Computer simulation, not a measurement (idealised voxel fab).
process module | voxel ribs on slabs
cross-section cut | 180 nm wide | cells 5 nm
A cross-section is a grid of square cells, given in bands from the top down. A band is one or more rows of cells.
Each band's line starts with the height of the band's top and of its bottom, in nm. Then come its materials from left to right, each with its width in nm. One material with "throughout" fills the band from edge to edge. "air" is empty space.
Height 0 is the level under which the wafer as received is all one material. The lowest band goes on downwards, as in "0 down".
A width such as "30 to 40" changes by the same amount from each row of cells to the next, from the band's top row to its bottom row.
"no change" after a step means that no cell of the cross-section changed.
closed voids: empty space of 8 cells or more with no open way to the top, each as width x height at its distance from the left edge, in nm
after a step's settings: what the simulator itself notes on the step
overlay nm, on a step with a mask: how far to the right of its planned place the mask lay; to the left if negative
plan
1 op RECEIVE | material Si
2 op DIRECTIONAL_DEP | material SiO2 | thk nm 20
3 op DIRECTIONAL_DEP | material SiN | thk nm 15
4 op DIRECTIONAL_DEP | material aC | thk nm 15
5 op PATTERN | tone cover | mask id RIB | material resist | width nm 20 | thk nm 35 | overlay nm 0
6 op DIRECTIONAL_ETCH | etch materials aC | depth nm 15
7 op STRIP | etch materials resist
8 op DIRECTIONAL_ETCH | etch materials SiN | depth nm 5
9 op STRIP | etch materials aC
10 op DIRECTIONAL_DEP | material aC | thk nm 10
11 op PATTERN | tone cover | mask id SLAB | material resist | width nm 60 | thk nm 30 | overlay nm 0
12 op DIRECTIONAL_ETCH | etch materials aC | depth nm 10
13 op STRIP | etch materials resist
14 op DIRECTIONAL_ETCH | etch materials SiN | depth nm 10
15 op STRIP | etch materials aC
16 op FILL_DEP | material SiO2 | thk nm 20
17 op CMP | height nm 50
18 op DIRECTIONAL_DEP | material TiN | thk nm 10
19 op DIRECTIONAL_DEP | material aC | thk nm 15
20 op PATTERN | tone cover | mask id HEATER | material resist | width nm 30 | thk nm 35 | overlay nm 0
21 op DIRECTIONAL_ETCH | etch materials aC | depth nm 15
22 op STRIP | etch materials resist
23 op DIRECTIONAL_ETCH | etch materials TiN | depth nm 10
24 op STRIP | etch materials aC
25 op CONFORMAL_DEP | material SiO2 | thk nm 10
first wafer, as planned
as received, after step 1
  0 down: Si throughout
  closed voids: none
after step 2
  20 to 0: SiO2 throughout
  below 0: unchanged
after step 3
  35 to 20: SiN throughout
  below 20: unchanged
after step 4
  50 to 35: aC throughout
  below 35: unchanged
after step 5
  85 to 50: air 80 | resist 20 | air 80
  below 50: unchanged
after step 6
  70 to 50: air 80 | resist 20 | air 80
  50 to 35: air 80 | aC 20 | air 80
  below 35: unchanged
after step 7
  50 to 35: air 80 | aC 20 | air 80
  below 35: unchanged
after step 8
  50 to 35: air 80 | aC 20 | air 80
  35 to 30: air 80 | SiN 20 | air 80
  below 30: unchanged
after step 9
  35 to 30: air 80 | SiN 20 | air 80
  below 30: unchanged
after step 10
  45 to 40: air 80 | aC 20 | air 80
  40 to 35: aC throughout
  35 to 30: aC 80 | SiN 20 | aC 80
  below 30: unchanged
after step 11
  75 to 45: air 60 | resist 60 | air 60
  45 to 40: air 60 | resist 20 | aC 20 | resist 20 | air 60
  below 40: unchanged
after step 12
  65 to 45: air 60 | resist 60 | air 60
  45 to 40: air 60 | resist 20 | aC 20 | resist 20 | air 60
  40 to 35: air 60 | aC 60 | air 60
  35 to 30: air 60 | aC 20 | SiN 20 | aC 20 | air 60
  below 30: unchanged
after step 13
  45 to 35: air 80 to 60 | aC 20 to 60 | air 80 to 60
  below 35: unchanged
after step 14
  45 to 35: air 80 to 60 | aC 20 to 60 | air 80 to 60
  35 to 30: air 60 | aC 20 | SiN 20 | aC 20 | air 60
  30 to 20: air 60 | SiN 60 | air 60
  below 20: unchanged
after step 15
  35 to 30: air 80 | SiN 20 | air 80
  below 30: unchanged
after step 16
  55 to 35: SiO2 throughout
  35 to 30: SiO2 80 | SiN 20 | SiO2 80
  30 to 20: SiO2 60 | SiN 60 | SiO2 60
  below 20: unchanged
after step 17
  50 to 35: SiO2 throughout
  below 35: unchanged
after step 18
  60 to 50: TiN throughout
  below 50: unchanged
after step 19
  75 to 60: aC throughout
  below 60: unchanged
after step 20
  110 to 75: air 75 | resist 30 | air 75
  below 75: unchanged
after step 21
  95 to 75: air 75 | resist 30 | air 75
  75 to 60: air 75 | aC 30 | air 75
  below 60: unchanged
after step 22
  75 to 60: air 75 | aC 30 | air 75
  below 60: unchanged
after step 23
  75 to 60: air 75 | aC 30 | air 75
  60 to 50: air 75 | TiN 30 | air 75
  below 50: unchanged
after step 24
  60 to 50: air 75 | TiN 30 | air 75
  below 50: unchanged
after step 25
  70 to 60: air 65 | SiO2 50 | air 65
  60 to 50: SiO2 75 | TiN 30 | SiO2 75
  below 50: unchanged
second wafer: like start, like plan, one mistake. Through step 4 it matches the first wafer
when step 5 should have ended
  85 to 50: air 85 | resist 15 | air 80
  below 50: unchanged
when step 6 should have ended
  70 to 50: air 85 | resist 15 | air 80
  50 to 35: air 85 | aC 15 | air 80
  below 35: unchanged
when step 7 should have ended
  50 to 35: air 85 | aC 15 | air 80
  below 35: unchanged
when step 8 should have ended
  50 to 35: air 85 | aC 15 | air 80
  35 to 30: air 85 | SiN 15 | air 80
  below 30: unchanged
when step 9 should have ended
  35 to 30: air 85 | SiN 15 | air 80
  below 30: unchanged
when step 10 should have ended
  45 to 40: air 85 | aC 15 | air 80
  40 to 35: aC throughout
  35 to 30: aC 85 | SiN 15 | aC 80
  below 30: unchanged
when step 11 should have ended
  75 to 45: air 60 | resist 60 | air 60
  45 to 40: air 60 | resist 25 | aC 15 | resist 20 | air 60
  below 40: unchanged
when step 12 should have ended
  65 to 45: air 60 | resist 60 | air 60
  45 to 40: air 60 | resist 25 | aC 15 | resist 20 | air 60
  40 to 35: air 60 | aC 60 | air 60
  35 to 30: air 60 | aC 25 | SiN 15 | aC 20 | air 60
  below 30: unchanged
when step 13 should have ended
  45 to 35: air 85 to 60 | aC 15 to 60 | air 80 to 60
  below 35: unchanged
when step 14 should have ended
  45 to 35: air 85 to 60 | aC 15 to 60 | air 80 to 60
  35 to 30: air 60 | aC 25 | SiN 15 | aC 20 | air 60
  30 to 20: air 60 | SiN 60 | air 60
  below 20: unchanged
when step 15 should have ended
  35 to 30: air 85 | SiN 15 | air 80
  below 30: unchanged
when step 16 should have ended
  55 to 35: SiO2 throughout
  35 to 30: SiO2 85 | SiN 15 | SiO2 80
  30 to 20: SiO2 60 | SiN 60 | SiO2 60
  below 20: unchanged
when step 17 should have ended
  50 to 35: SiO2 throughout
  below 35: unchanged
when step 18 should have ended
  60 to 50: TiN throughout
  below 50: unchanged
when step 19 should have ended
  75 to 60: aC throughout
  below 60: unchanged
when step 20 should have ended
  110 to 75: air 75 | resist 30 | air 75
  below 75: unchanged
when step 21 should have ended
  95 to 75: air 75 | resist 30 | air 75
  75 to 60: air 75 | aC 30 | air 75
  below 60: unchanged
when step 22 should have ended
  75 to 60: air 75 | aC 30 | air 75
  below 60: unchanged
when step 23 should have ended
  75 to 60: air 75 | aC 30 | air 75
  60 to 50: air 75 | TiN 30 | air 75
  below 50: unchanged
when step 24 should have ended
  60 to 50: air 75 | TiN 30 | air 75
  below 50: unchanged
when step 25 should have ended
  70 to 60: air 65 | SiO2 50 | air 65
  60 to 50: SiO2 75 | TiN 30 | SiO2 75
  below 50: unchanged
what went wrong: step 5 ran as: op PATTERN | tone cover | mask id RIB | material resist | width nm 15 | thk nm 35 | overlay nm 0
at the end the second wafer has, in cells: 1 fewer of SiN | 1 more of SiO2
